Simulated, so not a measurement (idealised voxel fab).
This is a process module. Its name is voxel transistor to metal.
This is section cut - it's 160 nm across, gridded in 5 nm square cells.
Format of a cross-section: grid, square cells. Given as bands. Order: top down. Band: one or more rows of cells. For a band, the entry starts with two heights in nm, that of the top and then that of the bottom, and carries on with the band's materials in order from left to right, each alongside its width in nm; the word "everywhere" beside a single material means it fills the band edge to edge, and "air" means empty space. Height 0 is the level under which the wafer as received is all one material. The lowest band goes on downwards, as in "from 0 down". Quick explanation for "30..40": the width changes in equal steps down the rows of cells, from the first number in the band's top row to the second number in its bottom row. The designation "all unchanged", where it is given for a processing step, indicates that no cell of the cross-section was altered in the course of that step. In "Entrapped void list" the enclosed voids are listed, meaning empty spaces of 8 cells or larger without any opening to the top. The form is width x height at distance, distance from the left edge, units nm. Read whatever lies past the settings on a step's line as the simulator's own remark about the step. A step's line can hold "overlay nm"; with a mask on that step, the setting says how far right of the planned place the mask lay, while a negative setting says it lay to the left.

### Process steps (planned)
- 1: RECEIVE [material Si]
- 2: CONFORMAL_DEP [material SiO2] [thk nm 5]
- 3: CONFORMAL_DEP [material SiN] [thk nm 10]
- 4: PATTERN [tone cover] [mask id ACTIVE] [material resist] [width nm 100] [thk nm 20] [overlay nm -15]
- 5: DIRECTIONAL_ETCH [etch materials SiN] [depth nm 10]
- 6: DIRECTIONAL_ETCH [etch materials SiO2] [depth nm 5]
- 7: DIRECTIONAL_ETCH [etch materials Si] [depth nm 30]
- 8: STRIP [etch materials resist]
- 9: OXIDIZE [depth nm 5]
- 10: FILL_DEP [material SiO2] [thk nm 15]
- 11: CMP [height nm 15]
- 12: SELECTIVE_ETCH [etch materials SiO2] [depth nm 5]
- 13: STRIP [etch materials SiN]
- 14: SELECTIVE_ETCH [etch materials SiO2] [depth nm 5]
- 15: OXIDIZE [depth nm 5]
- 16: DIRECTIONAL_DEP [material polySi] [thk nm 25]
- 17: DIRECTIONAL_DEP [material SiCN] [thk nm 15]
- 18: DIRECTIONAL_DEP [material aC] [thk nm 15]
- 19: PATTERN [tone cover] [mask id GATE] [material resist] [width nm 30] [thk nm 30] [overlay nm 0]
- 20: DIRECTIONAL_ETCH [etch materials aC] [depth nm 15]
- 21: STRIP [etch materials resist]
- 22: DIRECTIONAL_ETCH [etch materials SiCN] [depth nm 25]
- 23: DIRECTIONAL_ETCH [etch materials polySi] [depth nm 35]
- 24: STRIP [etch materials aC]
- 25: CONFORMAL_DEP [material SiN] [thk nm 5]
- 26: DIRECTIONAL_ETCH [etch materials SiN] [depth nm 5]
- 27: DIRECTIONAL_ETCH [etch materials SiO2] [depth nm 5]
- 28: DIRECTIONAL_ETCH [etch materials Si] [depth nm 15]
- 29: EPI [material pSi] [thk nm 15]
- 30: FILL_DEP [material SiO2] [thk nm 10]
- 31: CMP [height nm 25]
- 32: STRIP [etch materials polySi]
- 33: SELECTIVE_ETCH [etch materials SiO2] [depth nm 5]
- 34: CONFORMAL_DEP [material HfO2] [thk nm 5]
- 35: CONFORMAL_DEP [material TiN] [thk nm 5]
- 36: FILL_DEP [material W] [thk nm 5]
- 37: CMP [height nm 20]
- 38: DIRECTIONAL_DEP [material SiO2] [thk nm 10]
- 39: MASKED_ETCH [tone open] [mask id CONTACT] [width nm 15] [pitch nm 75] [etch materials SiO2] [depth nm 35] [overlay nm 0]
- 40: CONFORMAL_DEP [material TiN] [thk nm 5]
- 41: FILL_DEP [material Ru] [thk nm 5]
- 42: CMP [height nm 30]
- 43: CONFORMAL_DEP [material SiN] [thk nm 5]
- 44: DIRECTIONAL_DEP [material SiO2] [thk nm 25]
- 45: PATTERN [tone open] [mask id METAL_1] [material resist] [width nm 15] [pitch nm 75] [thk nm 20] [overlay nm 0]
- 46: DIRECTIONAL_ETCH [etch materials SiO2] [depth nm 25]
- 47: DIRECTIONAL_ETCH [etch materials SiN] [depth nm 5]
- 48: STRIP [etch materials resist]
- 49: CONFORMAL_DEP [material TiN] [thk nm 5]
- 50: FILL_DEP [material Cu] [thk nm 10]
- 51: CMP [height nm 60]
- 52: EPI [material Ru] [thk nm 5]
- 53: FILL_DEP [material SiCN] [thk nm 5]
Wafer-to-wafer difference: overlay nm, step 4. Common start. Plan = first wafer's value.

### As received, i.e. after step 1: cross-section through the first of several wafers
from 0 down | Si everywhere
Entrapped void list: none

### Quick look at the cross-section of the first of several wafers after step 53, which wraps up the module
from 70 to 65 | SiCN everywhere
from 65 to 60 | SiCN: 30; Ru: 25; SiCN: 50; Ru: 25; SiCN: 30
from 60 to 35 | SiO2: 35; TiN: 5; Cu: 5; TiN: 5; SiO2: 60; TiN: 5; Cu: 5; TiN: 5; SiO2: 35
from 35 to 30 | SiN: 35; TiN: 15; SiN: 60; TiN: 15; SiN: 35
from 30 to 20 | SiO2: 35; TiN: 5; Ru: 5; TiN: 5; SiO2: 60; TiN: 5; Ru: 5; TiN: 5; SiO2: 35
from 20 to 15 | SiO2: 35; TiN: 5; Ru: 5; TiN: 5; SiO2: 10; SiN: 5; HfO2: 5; TiN: 5; W: 10; TiN: 5; HfO2: 5; SiN: 5; SiO2: 10; TiN: 5; Ru: 5; TiN: 5; SiO2: 35
from 15 to 10 | SiO2: 35; TiN: 15; SiO2: 10; SiN: 5; HfO2: 5; TiN: 5; W: 10; TiN: 5; HfO2: 5; SiN: 5; SiO2: 10; TiN: 15; SiO2: 35
from 10 to 5 | SiO2: 35; TiN: 10; pSi: 15; SiN: 5; HfO2: 5; TiN: 5; W: 10; TiN: 5; HfO2: 5; SiN: 5; pSi: 15; TiN: 10; SiO2: 35
from 5 to 0 | SiO2: 10; SiN: 5; SiO2: 20; TiN: 10; pSi: 15; SiN: 5; HfO2: 5; TiN: 20; HfO2: 5; SiN: 5; pSi: 15; SiN: 5; TiN: 5; SiO2: 35
from 0 to -5 | SiO2: 35; TiN: 10; pSi: 15; HfO2: 40; pSi: 15; SiO2: 5; TiN: 5; SiO2: 35
from -5 to -20 | SiO2: 20; pSi: 40; Si: 40; pSi: 10; SiO2: 50
from -20 to -35 | SiO2: 20; Si: 90; SiO2: 50
from -35 down | Si everywhere
Entrapped void list: none

### Last wafer x-sec, end of module
from 70 to 65 | SiCN everywhere
from 65 to 60 | SiCN: 30; Ru: 25; SiCN: 50; Ru: 25; SiCN: 30
from 60 to 35 | SiO2: 35; TiN: 5; Cu: 5; TiN: 5; SiO2: 60; TiN: 5; Cu: 5; TiN: 5; SiO2: 35
from 35 to 30 | SiN: 35; TiN: 15; SiN: 60; TiN: 15; SiN: 35
from 30 to 20 | SiO2: 35; TiN: 5; Ru: 5; TiN: 5; SiO2: 60; TiN: 5; Ru: 5; TiN: 5; SiO2: 35
from 20 to 15 | SiO2: 35; TiN: 5; Ru: 5; TiN: 5; SiO2: 10; SiN: 5; HfO2: 5; TiN: 5; W: 10; TiN: 5; HfO2: 5; SiN: 5; SiO2: 10; TiN: 5; Ru: 5; TiN: 5; SiO2: 35
from 15 to 10 | SiO2: 35; TiN: 15; SiO2: 10; SiN: 5; HfO2: 5; TiN: 5; W: 10; TiN: 5; HfO2: 5; SiN: 5; SiO2: 10; TiN: 15; SiO2: 35
from 10 to 5 | SiO2: 35; TiN: 10; pSi: 15; SiN: 5; HfO2: 5; TiN: 5; W: 10; TiN: 5; HfO2: 5; SiN: 5; pSi: 15; TiN: 10; SiO2: 35
from 5 to 0 | SiO2: 35; TiN: 5; SiN: 5; pSi: 15; SiN: 5; HfO2: 5; TiN: 20; HfO2: 5; SiN: 5; pSi: 15; TiN: 10; SiO2: 20; SiN: 5; SiO2: 10
from 0 to -5 | SiO2: 35; TiN: 5; SiO2: 5; pSi: 15; HfO2: 40; pSi: 15; TiN: 10; SiO2: 35
from -5 to -20 | SiO2: 50; pSi: 10; Si: 40; pSi: 40; SiO2: 20
from -20 to -35 | SiO2: 50; Si: 90; SiO2: 20
from -35 down | Si everywhere
Entrapped void list: none

### each wafer at the end: cells of each material gained (+) or lost (-) since it was received, then its closed voids
overlay nm -15 | +10 Cu | +16 HfO2 | +16 Ru | -146 Si | +54 SiCN | +36 SiN | +344 SiO2 | +64 TiN | +6 W | +48 pSi | Entrapped void list: none
overlay nm -10 | +10 Cu | +16 HfO2 | +16 Ru | -146 Si | +54 SiCN | +36 SiN | +344 SiO2 | +64 TiN | +6 W | +48 pSi | Entrapped void list: none
overlay nm -5 | +10 Cu | +16 HfO2 | +16 Ru | -146 Si | +54 SiCN | +36 SiN | +342 SiO2 | +66 TiN | +6 W | +48 pSi | Entrapped void list: none
overlay nm 0 | +10 Cu | +16 HfO2 | +16 Ru | -146 Si | +54 SiCN | +36 SiN | +342 SiO2 | +66 TiN | +6 W | +48 pSi | Entrapped void list: none
overlay nm 5 | +10 Cu | +16 HfO2 | +16 Ru | -146 Si | +54 SiCN | +36 SiN | +342 SiO2 | +66 TiN | +6 W | +48 pSi | Entrapped void list: none
overlay nm 10 | +10 Cu | +16 HfO2 | +16 Ru | -146 Si | +54 SiCN | +36 SiN | +344 SiO2 | +64 TiN | +6 W | +48 pSi | Entrapped void list: none
overlay nm 15 | +10 Cu | +16 HfO2 | +16 Ru | -146 Si | +54 SiCN | +36 SiN | +344 SiO2 | +64 TiN | +6 W | +48 pSi | Entrapped void list: none
